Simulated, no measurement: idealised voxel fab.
This is a process module. Its name is voxel gate over fins.
Cross-sectional view cut (width: 215 nm; square cell size: 5 nm).
Format of a cross-section: grid, square cells. Given as bands. Order: top down. Band: one or more rows of cells.
This entry defines a band. It first specifies the height of the band's top and the height of its bottom in nm, and then specifies the band's materials from left to right, stating each material with its width in nm. The word "all across" identifies a single material that fills the band from edge to edge, while the word "blank" identifies empty space.
Counting heights begins at 0, where everything beneath is, in the wafer as received, one material. The lowest band has no bottom; it goes on downwards, as "from 0 down" shows.
Quick explanation for "30 to 40": the width changes in equal steps down the rows of cells, from the first number in the band's top row to the second number in its bottom row.
"remains unaltered" means the step left every cell of the cross-section as it was.
The entry titled "Closed cavities" provides the empty spaces that have no open way to the top, restricted to those of 8 cells or more. Each is presented as width x height at distance, the distance being measured from the left edge, with all three in nm.
Read whatever lies past the settings on a step's line as the simulator's own remark about the step.
A step's line can hold "overlay nm"; with a mask on that step, the setting says how far right of the planned place the mask lay, while a negative setting says it lay to the left.
[Process steps - plan]
step 1: RECEIVE,material Si
step 2: CONFORMAL_DEP,material SiN,thk nm 10
step 3: DIRECTIONAL_DEP,material aC,thk nm 10
step 4: PATTERN,tone cover,mask id FINS,material resist,width nm 15,pitch nm 45,thk nm 25,overlay nm 0
step 5: DIRECTIONAL_ETCH,etch materials aC,depth nm 10
step 6: STRIP,etch materials resist
step 7: DIRECTIONAL_ETCH,etch materials SiN,depth nm 10
step 8: DIRECTIONAL_ETCH,etch materials Si,depth nm 35
step 9: STRIP,etch materials aC
step 10: FILL_DEP,material SiO2,thk nm 15
step 11: CMP,height nm 10
step 12: SELECTIVE_ETCH,etch materials SiO2,depth nm 25
step 13: STRIP,etch materials SiN
step 14: CONFORMAL_DEP,material HfO2,thk nm 5
step 15: CONFORMAL_DEP,material TiN,thk nm 5
step 16: FILL_DEP,material W,thk nm 10
step 17: CMP,height nm 15
step 18: CONFORMAL_DEP,material SiCN,thk nm 10
[Received-state cross-section, reflecting completion of step 1]
    from 0 down | Si all across
    Closed cavities: none
[First of two wafers at the end of the module, shown in cross-section; run carried out as planned]
    from 25 to 15 | SiCN all across
    from 15 to 10 | W all across
    from 10 to 5 | W=45, TiN=35, W=10, TiN=35, W=10, TiN=35, W=45
    from 5 to 0 | W=45, TiN=5, HfO2=25, TiN=5, W=10, TiN=5, HfO2=25, TiN=5, W=10, TiN=5, HfO2=25, TiN=5, W=45
    from 0 to -5 | W=45, TiN=5, HfO2=5, Si=15, HfO2=5, TiN=5, W=10, TiN=5, HfO2=5, Si=15, HfO2=5, TiN=5, W=10, TiN=5, HfO2=5, Si=15, HfO2=5, TiN=5, W=45
    from -5 to -10 | TiN=50, HfO2=5, Si=15, HfO2=5, TiN=20, HfO2=5, Si=15, HfO2=5, TiN=20, HfO2=5, Si=15, HfO2=5, TiN=50
    from -10 to -15 | HfO2=55, Si=15, HfO2=30, Si=15, HfO2=30, Si=15, HfO2=55
    from -15 to -35 | SiO2=55, Si=15, SiO2=30, Si=15, SiO2=30, Si=15, SiO2=55
    from -35 down | Si all across
    Closed cavities: none
[second wafer at the end: like start, like plan, one mistake]
    from 25 to 15 | SiCN all across
    from 15 to 10 | W all across
    from 10 to 5 | W=45, TiN=35, W=10, TiN=35, W=10, TiN=35, W=45
    from 5 to 0 | W=45, TiN=5, HfO2=25, TiN=5, W=10, TiN=5, HfO2=25, TiN=5, W=10, TiN=5, HfO2=25, TiN=5, W=45
    from 0 to -5 | W=45, TiN=5, HfO2=5, Si=15, HfO2=5, TiN=5, W=10, TiN=5, HfO2=5, Si=15, HfO2=5, TiN=5, W=10, TiN=5, HfO2=5, Si=15, HfO2=5, TiN=5, W=45
    from -5 to -10 | TiN=50, HfO2=5, Si=15, HfO2=5, TiN=20, HfO2=5, Si=15, HfO2=5, TiN=20, HfO2=5, Si=15, HfO2=5, TiN=50
    from -10 to -15 | HfO2=55, Si=15, HfO2=30, Si=15, HfO2=30, Si=15, HfO2=55
    from -15 to -70 | SiO2=55, Si=15, SiO2=30, Si=15, SiO2=30, Si=15, SiO2=55
    from -70 down | Si all across
    Closed cavities: none
Misprocessing identified: plan step 8 was twice executed
Heads up, by the end the second wafer has more or fewer cells of some materials compared to the first: 238 fewer of Si | 238 more of SiO2
